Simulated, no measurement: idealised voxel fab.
process module | voxel quadruple lines
cross-section cut | 280 nm wide | cells 5 nm
A cross-section is a grid of square cells, given in bands from the top down. A band is one or more rows of cells.
Each band's line starts with the height of the band's top and of its bottom, in nm. Then come its materials from left to right, each with its width in nm. One material with "throughout" fills the band from edge to edge. "air" is empty space.
Height 0 is the level under which the wafer as received is all one material. The lowest band goes on downwards, as in "0 down".
A width such as "30 to 40" changes by the same amount from each row of cells to the next, from the band's top row to its bottom row.
"no change" after a step means that no cell of the cross-section changed.
closed voids: empty space of 8 cells or more with no open way to the top, each as width x height at its distance from the left edge, in nm
after a step's settings: what the simulator itself notes on the step
overlay nm, on a step with a mask: how far to the right of its planned place the mask lay; to the left if negative
plan
1 op RECEIVE | material Si
2 op CONFORMAL_DEP | material SiO2 | thk nm 10
3 op DIRECTIONAL_DEP | material W | thk nm 15
4 op DIRECTIONAL_DEP | material polySi | thk nm 20
5 op DIRECTIONAL_DEP | material aC | thk nm 20
6 op PATTERN | tone cover | mask id MANDREL | material resist | width nm 30 | thk nm 25 | overlay nm 0
7 op DIRECTIONAL_ETCH | etch materials aC | depth nm 20
8 op STRIP | etch materials resist
9 op CONFORMAL_DEP | material SiO2 | thk nm 10
10 op DIRECTIONAL_ETCH | etch materials SiO2 | depth nm 10
11 op STRIP | etch materials aC
12 op DIRECTIONAL_ETCH | etch materials polySi | depth nm 20
13 op STRIP | etch materials SiO2
14 op CONFORMAL_DEP | material SiN | thk nm 10
15 op DIRECTIONAL_ETCH | etch materials SiN | depth nm 10
16 op STRIP | etch materials polySi
17 op DIRECTIONAL_ETCH | etch materials W | depth nm 15
18 op STRIP | etch materials SiN
as received, after step 1
  0 down: Si throughout
  closed voids: none
a wafer at the end: this start, this plan, one mistake
  25 to 10: air 110 | W 5 | air 10 | W 5 | air 20 | W 5 | air 10 | W 5 | air 110
  10 to 0: SiO2 throughout
  0 down: Si throughout
  closed voids: none
what went wrong: step 14 ran as: op CONFORMAL_DEP | material SiN | thk nm 5
